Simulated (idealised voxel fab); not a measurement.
This is a process module. Its name is voxel wiring stack.
FYI the section here is cut, 160 nm wide, cells are 5 nm squares.
The cross-sections in this document take the form of a grid made of square cells. They are written out as bands, in order from top to bottom. Each band consists of one or more rows of cells. Each band's line starts with the height of the band's top and of its bottom, in nm. Then come its materials from left to right, each with its width in nm. One material with "all across" fills the band from edge to edge. "blank" is empty space. Height reference: 0 = level under which incoming wafer is all one material. Lowest band: no bottom, runs on downward, e.g. "0 and below". A two-number width, for instance "30->40", indicates that the width is equal to the first number in the top row of the band and to the second number in the bottom row, and that it changes by a constant amount per row of cells. Step note "no alterations made" = no cross-section cell changed. The entry titled "Enclosed empty spaces" provides the empty spaces that have no open way to the top, restricted to those of 8 cells or more. Each is presented as width x height at distance, the distance being measured from the left edge, with all three in nm. Note: text after step settings on the step line = simulator remark on that step. You can add "overlay nm" to a step's line. For a step with a mask, it describes how far the mask lay to the right of its planned position, and a negative number describes a lay to the left.

plan
1) RECEIVE | material Si
2) CONFORMAL_DEP | material SiO2 | thk nm 15
3) DIRECTIONAL_DEP | material TiN | thk nm 5
4) DIRECTIONAL_DEP | material Ru | thk nm 20
5) DIRECTIONAL_DEP | material aC | thk nm 15
6) PATTERN | tone cover | mask id METAL_1 | material resist | width nm 20 | pitch nm 35 | thk nm 35 | overlay nm 0
7) DIRECTIONAL_ETCH | etch materials aC | depth nm 15
8) STRIP | etch materials resist
9) DIRECTIONAL_ETCH | etch materials Ru | depth nm 20
10) DIRECTIONAL_ETCH | etch materials TiN | depth nm 5
11) STRIP | etch materials aC
12) CONFORMAL_DEP | material SiCN | thk nm 5
13) FILL_DEP | material SiO2 | thk nm 10
14) CMP | height nm 40
15) CONFORMAL_DEP | material SiCN | thk nm 5
16) DIRECTIONAL_DEP | material lowk | thk nm 30
17) MASKED_ETCH | tone open | mask id METAL_2 | width nm 20 | pitch nm 35 | etch materials lowk | depth nm 20 | overlay nm 0
18) DIRECTIONAL_DEP | material aC | thk nm 10
19) PATTERN | tone open | mask id METAL_2_HOLES | material resist | width nm 15 | pitch nm 70 | thk nm 30 | overlay nm 0
20) DIRECTIONAL_ETCH | etch materials aC | depth nm 10
21) STRIP | etch materials resist
22) DIRECTIONAL_ETCH | etch materials lowk | depth nm 10
23) DIRECTIONAL_ETCH | etch materials SiCN | depth nm 5
24) STRIP | etch materials aC
25) CONFORMAL_DEP | material TiN | thk nm 5
26) FILL_DEP | material Cu | thk nm 10
27) CMP | height nm 75
28) CONFORMAL_DEP | material SiN | thk nm 5

Concerning the first of two wafers, which was run in accordance with the plan

The cross-section here shows the wafer as received, i.e. in its state after step 1
- 0 and below: Si all across
- Enclosed empty spaces: none

Cross-section of the wafer subsequent to step 2
- 15 down to 0: SiO2 all across
- Rest of section, below 0: as before.

Cross-section of the wafer subsequent to step 3
- 20 down to 15: TiN all across
- Rest of section, below 15: as before.

Cross-section of the wafer subsequent to step 4
- 40 down to 20: Ru all across
- Rest of section, below 20: as before.

Cross-section of the wafer subsequent to step 5
- 55 down to 40: aC all across
- Rest of section, below 40: as before.

Cross-section of the wafer subsequent to step 6
- 90 down to 55: blank=15 / resist=20 / blank=15 / resist=20 / blank=15 / resist=20 / blank=15 / resist=20 / blank=20
- Rest of section, below 55: as before.

Cross-section of the wafer subsequent to step 7
- 75 down to 55: blank=15 / resist=20 / blank=15 / resist=20 / blank=15 / resist=20 / blank=15 / resist=20 / blank=20
- 55 down to 40: blank=15 / aC=20 / blank=15 / aC=20 / blank=15 / aC=20 / blank=15 / aC=20 / blank=20
- Rest of section, below 40: as before.

Cross-section of the wafer subsequent to step 8
- 55 down to 40: blank=15 / aC=20 / blank=15 / aC=20 / blank=15 / aC=20 / blank=15 / aC=20 / blank=20
- Rest of section, below 40: as before.

Cross-section of the wafer subsequent to step 9
- 55 down to 40: blank=15 / aC=20 / blank=15 / aC=20 / blank=15 / aC=20 / blank=15 / aC=20 / blank=20
- 40 down to 20: blank=15 / Ru=20 / blank=15 / Ru=20 / blank=15 / Ru=20 / blank=15 / Ru=20 / blank=20
- Rest of section, below 20: as before.

Cross-section of the wafer subsequent to step 10
- 55 down to 40: blank=15 / aC=20 / blank=15 / aC=20 / blank=15 / aC=20 / blank=15 / aC=20 / blank=20
- 40 down to 20: blank=15 / Ru=20 / blank=15 / Ru=20 / blank=15 / Ru=20 / blank=15 / Ru=20 / blank=20
- 20 down to 15: blank=15 / TiN=20 / blank=15 / TiN=20 / blank=15 / TiN=20 / blank=15 / TiN=20 / blank=20
- Rest of section, below 15: as before.

Cross-section of the wafer subsequent to step 11
- 40 down to 20: blank=15 / Ru=20 / blank=15 / Ru=20 / blank=15 / Ru=20 / blank=15 / Ru=20 / blank=20
- Rest of section, below 20: as before.

Cross-section of the wafer subsequent to step 12
- 45 down to 40: blank=10 / SiCN=30 / blank=5 / SiCN=30 / blank=5 / SiCN=30 / blank=5 / SiCN=30 / blank=15
- 40 down to 20: blank=10 / SiCN=5 / Ru=20 / SiCN=5 / blank=5 / SiCN=5 / Ru=20 / SiCN=5 / blank=5 / SiCN=5 / Ru=20 / SiCN=5 / blank=5 / SiCN=5 / Ru=20 / SiCN=5 / blank=15
- 20 down to 15: SiCN=15 / TiN=20 / SiCN=15 / TiN=20 / SiCN=15 / TiN=20 / SiCN=15 / TiN=20 / SiCN=20
- Rest of section, below 15: as before.

Cross-section of the wafer subsequent to step 13
- 55 down to 45: SiO2 all across
- 45 down to 40: SiO2=10 / SiCN=30 / SiO2=5 / SiCN=30 / SiO2=5 / SiCN=30 / SiO2=5 / SiCN=30 / SiO2=15
- 40 down to 20: SiO2=10 / SiCN=5 / Ru=20 / SiCN=5 / SiO2=5 / SiCN=5 / Ru=20 / SiCN=5 / SiO2=5 / SiCN=5 / Ru=20 / SiCN=5 / SiO2=5 / SiCN=5 / Ru=20 / SiCN=5 / SiO2=15
- Rest of section, below 20: as before.

Cross-section of the wafer subsequent to step 14
- 40 down to 20: SiO2=10 / SiCN=5 / Ru=20 / SiCN=5 / SiO2=5 / SiCN=5 / Ru=20 / SiCN=5 / SiO2=5 / SiCN=5 / Ru=20 / SiCN=5 / SiO2=5 / SiCN=5 / Ru=20 / SiCN=5 / SiO2=15
- Rest of section, below 20: as before.

Cross-section of the wafer subsequent to step 15
- 45 down to 40: SiCN all across
- Rest of section, below 40: as before.

Cross-section of the wafer subsequent to step 16
- 75 down to 45: lowk all across
- Rest of section, below 45: as before.

Cross-section of the wafer subsequent to step 17
- 75 down to 55: lowk=15 / blank=20 / lowk=15 / blank=20 / lowk=15 / blank=20 / lowk=15 / blank=20 / lowk=20
- Rest of section, below 55: as before.

Cross-section of the wafer subsequent to step 18
- 85 down to 75: aC=15 / blank=20 / aC=15 / blank=20 / aC=15 / blank=20 / aC=15 / blank=20 / aC=20
- 75 down to 65: lowk=15 / blank=20 / lowk=15 / blank=20 / lowk=15 / blank=20 / lowk=15 / blank=20 / lowk=20
- 65 down to 55: lowk=15 / aC=20 / lowk=15 / aC=20 / lowk=15 / aC=20 / lowk=15 / aC=20 / lowk=20
- Rest of section, below 55: as before.

Cross-section of the wafer subsequent to step 19
- 115 down to 85: resist=15 / blank=15 / resist=55 / blank=15 / resist=60
- 85 down to 75: aC=15 / blank=15 / resist=5 / aC=15 / resist=20 / aC=15 / blank=15 / resist=5 / aC=15 / resist=20 / aC=20
- 75 down to 65: lowk=15 / blank=15 / resist=5 / lowk=15 / resist=20 / lowk=15 / blank=15 / resist=5 / lowk=15 / resist=20 / lowk=20
- Rest of section, below 65: as before.

Cross-section of the wafer subsequent to step 20
- 105 down to 85: resist=15 / blank=15 / resist=55 / blank=15 / resist=60
- 85 down to 75: aC=15 / blank=15 / resist=5 / aC=15 / resist=20 / aC=15 / blank=15 / resist=5 / aC=15 / resist=20 / aC=20
- 75 down to 65: lowk=15 / blank=15 / resist=5 / lowk=15 / resist=20 / lowk=15 / blank=15 / resist=5 / lowk=15 / resist=20 / lowk=20
- 65 down to 55: lowk=15 / blank=15 / aC=5 / lowk=15 / aC=20 / lowk=15 / blank=15 / aC=5 / lowk=15 / aC=20 / lowk=20
- Rest of section, below 55: as before.

Cross-section of the wafer subsequent to step 21
- 85 down to 75: aC=15 / blank=20 / aC=15 / blank=20 / aC=15 / blank=20 / aC=15 / blank=20 / aC=20
- 75 down to 65: lowk=15 / blank=20 / lowk=15 / blank=20 / lowk=15 / blank=20 / lowk=15 / blank=20 / lowk=20
- Rest of section, below 65: as before.

Cross-section of the wafer subsequent to step 22
- 85 down to 75: aC=15 / blank=20 / aC=15 / blank=20 / aC=15 / blank=20 / aC=15 / blank=20 / aC=20
- 75 down to 65: lowk=15 / blank=20 / lowk=15 / blank=20 / lowk=15 / blank=20 / lowk=15 / blank=20 / lowk=20
- 65 down to 55: lowk=15 / blank=15 / aC=5 / lowk=15 / aC=20 / lowk=15 / blank=15 / aC=5 / lowk=15 / aC=20 / lowk=20
- 55 down to 45: lowk=15 / blank=15 / lowk=55 / blank=15 / lowk=60
- Rest of section, below 45: as before.

Cross-section of the wafer subsequent to step 23
- 85 down to 75: aC=15 / blank=20 / aC=15 / blank=20 / aC=15 / blank=20 / aC=15 / blank=20 / aC=20
- 75 down to 65: lowk=15 / blank=20 / lowk=15 / blank=20 / lowk=15 / blank=20 / lowk=15 / blank=20 / lowk=20
- 65 down to 55: lowk=15 / blank=15 / aC=5 / lowk=15 / aC=20 / lowk=15 / blank=15 / aC=5 / lowk=15 / aC=20 / lowk=20
- 55 down to 45: lowk=15 / blank=15 / lowk=55 / blank=15 / lowk=60
- 45 down to 40: SiCN=15 / blank=15 / SiCN=55 / blank=15 / SiCN=60
- Rest of section, below 40: as before.

Cross-section of the wafer subsequent to step 24
- 75 down to 55: lowk=15 / blank=20 / lowk=15 / blank=20 / lowk=15 / blank=20 / lowk=15 / blank=20 / lowk=20
- Rest of section, below 55: as before.

Cross-section of the wafer subsequent to step 25
- 80 down to 75: TiN=20 / blank=10 / TiN=25 / blank=10 / TiN=25 / blank=10 / TiN=25 / blank=10 / TiN=25
- 75 down to 60: lowk=15 / TiN=5 / blank=10 / TiN=5 / lowk=15 / TiN=5 / blank=10 / TiN=5 / lowk=15 / TiN=5 / blank=10 / TiN=5 / lowk=15 / TiN=5 / blank=10 / TiN=5 / lowk=20
- 60 down to 55: lowk=15 / TiN=5 / blank=5 / TiN=10 / lowk=15 / TiN=20 / lowk=15 / TiN=5 / blank=5 / TiN=10 / lowk=15 / TiN=20 / lowk=20
- 55 down to 45: lowk=15 / TiN=5 / blank=5 / TiN=5 / lowk=55 / TiN=5 / blank=5 / TiN=5 / lowk=60
- 45 down to 40: SiCN=15 / TiN=15 / SiCN=55 / TiN=15 / SiCN=60
- Rest of section, below 40: as before.

Cross-section of the wafer subsequent to step 26
- 90 down to 80: Cu all across
- 80 down to 75: TiN=20 / Cu=10 / TiN=25 / Cu=10 / TiN=25 / Cu=10 / TiN=25 / Cu=10 / TiN=25
- 75 down to 60: lowk=15 / TiN=5 / Cu=10 / TiN=5 / lowk=15 / TiN=5 / Cu=10 / TiN=5 / lowk=15 / TiN=5 / Cu=10 / TiN=5 / lowk=15 / TiN=5 / Cu=10 / TiN=5 / lowk=20
- 60 down to 55: lowk=15 / TiN=5 / Cu=5 / TiN=10 / lowk=15 / TiN=20 / lowk=15 / TiN=5 / Cu=5 / TiN=10 / lowk=15 / TiN=20 / lowk=20
- 55 down to 45: lowk=15 / TiN=5 / Cu=5 / TiN=5 / lowk=55 / TiN=5 / Cu=5 / TiN=5 / lowk=60
- Rest of section, below 45: as before.

Cross-section of the wafer subsequent to step 27
- 75 down to 60: lowk=15 / TiN=5 / Cu=10 / TiN=5 / lowk=15 / TiN=5 / Cu=10 / TiN=5 / lowk=15 / TiN=5 / Cu=10 / TiN=5 / lowk=15 / TiN=5 / Cu=10 / TiN=5 / lowk=20
- Rest of section, below 60: as before.

Cross-section of the wafer subsequent to step 28
- 80 down to 75: SiN all across
- Rest of section, below 75: as before.

Now the other wafer: same start, same recipe, but we messed up one thing when running it. Up to and including step 16 it's the same as the first one

Second wafer, cut view, end of step 17 per plan
- 75 down to 55: lowk=20 / blank=20 / lowk=15 / blank=20 / lowk=15 / blank=20 / lowk=15 / blank=20 / lowk=15
- Rest of section, below 55: as before.

Second wafer, cut view, end of step 18 per plan
- 85 down to 75: aC=20 / blank=20 / aC=15 / blank=20 / aC=15 / blank=20 / aC=15 / blank=20 / aC=15
- 75 down to 65: lowk=20 / blank=20 / lowk=15 / blank=20 / lowk=15 / blank=20 / lowk=15 / blank=20 / lowk=15
- 65 down to 55: lowk=20 / aC=20 / lowk=15 / aC=20 / lowk=15 / aC=20 / lowk=15 / aC=20 / lowk=15
- Rest of section, below 55: as before.

Second wafer, cut view, end of step 19 per plan
- 115 down to 85: resist=15 / blank=15 / resist=55 / blank=15 / resist=60
- 85 down to 75: aC=20 / blank=10 / resist=10 / aC=15 / resist=20 / aC=15 / blank=10 / resist=10 / aC=15 / resist=20 / aC=15
- 75 down to 65: lowk=20 / blank=10 / resist=10 / lowk=15 / resist=20 / lowk=15 / blank=10 / resist=10 / lowk=15 / resist=20 / lowk=15
- Rest of section, below 65: as before.

Second wafer, cut view, end of step 20 per plan
- 105 down to 85: resist=15 / blank=15 / resist=55 / blank=15 / resist=60
- 85 down to 75: aC=15 / blank=15 / resist=10 / aC=15 / resist=20 / aC=10 / blank=15 / resist=10 / aC=15 / resist=20 / aC=15
- 75 down to 65: lowk=20 / blank=10 / resist=10 / lowk=15 / resist=20 / lowk=15 / blank=10 / resist=10 / lowk=15 / resist=20 / lowk=15
- 65 down to 55: lowk=20 / blank=10 / aC=10 / lowk=15 / aC=20 / lowk=15 / blank=10 / aC=10 / lowk=15 / aC=20 / lowk=15
- Rest of section, below 55: as before.

Second wafer, cut view, end of step 21 per plan
- 85 down to 75: aC=15 / blank=25 / aC=15 / blank=20 / aC=10 / blank=25 / aC=15 / blank=20 / aC=15
- 75 down to 65: lowk=20 / blank=20 / lowk=15 / blank=20 / lowk=15 / blank=20 / lowk=15 / blank=20 / lowk=15
- Rest of section, below 65: as before.

Second wafer, cut view, end of step 22 per plan
- 85 down to 75: aC=15 / blank=25 / aC=15 / blank=20 / aC=10 / blank=25 / aC=15 / blank=20 / aC=15
- 75 down to 65: lowk=15 / blank=25 / lowk=15 / blank=20 / lowk=10 / blank=25 / lowk=15 / blank=20 / lowk=15
- 65 down to 55: lowk=20 / blank=10 / aC=10 / lowk=15 / aC=20 / lowk=15 / blank=10 / aC=10 / lowk=15 / aC=20 / lowk=15
- 55 down to 45: lowk=20 / blank=10 / lowk=60 / blank=10 / lowk=60
- Rest of section, below 45: as before.

Second wafer, cut view, end of step 23 per plan
- 85 down to 75: aC=15 / blank=25 / aC=15 / blank=20 / aC=10 / blank=25 / aC=15 / blank=20 / aC=15
- 75 down to 65: lowk=15 / blank=25 / lowk=15 / blank=20 / lowk=10 / blank=25 / lowk=15 / blank=20 / lowk=15
- 65 down to 55: lowk=20 / blank=10 / aC=10 / lowk=15 / aC=20 / lowk=15 / blank=10 / aC=10 / lowk=15 / aC=20 / lowk=15
- 55 down to 45: lowk=20 / blank=10 / lowk=60 / blank=10 / lowk=60
- 45 down to 40: SiCN=20 / blank=10 / SiCN=60 / blank=10 / SiCN=60
- Rest of section, below 40: as before.

Second wafer, cut view, end of step 24 per plan
- 75 down to 65: lowk=15 / blank=25 / lowk=15 / blank=20 / lowk=10 / blank=25 / lowk=15 / blank=20 / lowk=15
- 65 down to 55: lowk=20 / blank=20 / lowk=15 / blank=20 / lowk=15 / blank=20 / lowk=15 / blank=20 / lowk=15
- Rest of section, below 55: as before.

Second wafer, cut view, end of step 25 per plan
- 80 down to 75: TiN=20 / blank=15 / TiN=25 / blank=10 / TiN=20 / blank=15 / TiN=25 / blank=10 / TiN=20
- 75 down to 65: lowk=15 / TiN=5->10 / blank=15->10 / TiN=5 / lowk=15 / TiN=5 / blank=10 / TiN=5 / lowk=10 / TiN=5->10 / blank=15->10 / TiN=5 / lowk=15 / TiN=5 / blank=10 / TiN=5 / lowk=15
- 65 down to 60: lowk=20 / TiN=5 / blank=10 / TiN=5 / lowk=15 / TiN=5 / blank=10 / TiN=5 / lowk=15 / TiN=5 / blank=10 / TiN=5 / lowk=15 / TiN=5 / blank=10 / TiN=5 / lowk=15
- 60 down to 55: lowk=20 / TiN=20 / lowk=15 / TiN=20 / lowk=15 / TiN=20 / lowk=15 / TiN=20 / lowk=15
- 55 down to 45: lowk=20 / TiN=10 / lowk=60 / TiN=10 / lowk=60
- 45 down to 40: SiCN=20 / TiN=10 / SiCN=60 / TiN=10 / SiCN=60
- Rest of section, below 40: as before.

Second wafer, cut view, end of step 26 per plan
- 90 down to 80: Cu all across
- 80 down to 75: TiN=20 / Cu=15 / TiN=25 / Cu=10 / TiN=20 / Cu=15 / TiN=25 / Cu=10 / TiN=20
- 75 down to 65: lowk=15 / TiN=5->10 / Cu=15->10 / TiN=5 / lowk=15 / TiN=5 / Cu=10 / TiN=5 / lowk=10 / TiN=5->10 / Cu=15->10 / TiN=5 / lowk=15 / TiN=5 / Cu=10 / TiN=5 / lowk=15
- 65 down to 60: lowk=20 / TiN=5 / Cu=10 / TiN=5 / lowk=15 / TiN=5 / Cu=10 / TiN=5 / lowk=15 / TiN=5 / Cu=10 / TiN=5 / lowk=15 / TiN=5 / Cu=10 / TiN=5 / lowk=15
- Rest of section, below 60: as before.

Second wafer, cut view, end of step 27 per plan
- 75 down to 65: lowk=15 / TiN=5->10 / Cu=15->10 / TiN=5 / lowk=15 / TiN=5 / Cu=10 / TiN=5 / lowk=10 / TiN=5->10 / Cu=15->10 / TiN=5 / lowk=15 / TiN=5 / Cu=10 / TiN=5 / lowk=15
- Rest of section, below 65: as before.

Second wafer, cut view, end of step 28 per plan
- 80 down to 75: SiN all across
- Rest of section, below 75: as before.
Plan not followed: step 17 off recipe, ran as MASKED_ETCH | tone open | mask id METAL_2 | width nm 20 | pitch nm 35 | etch materials lowk | depth nm 20 | overlay nm 5
Cell-count delta at end, second wafer over first, by material: Cu -4, SiCN +2, TiN +2
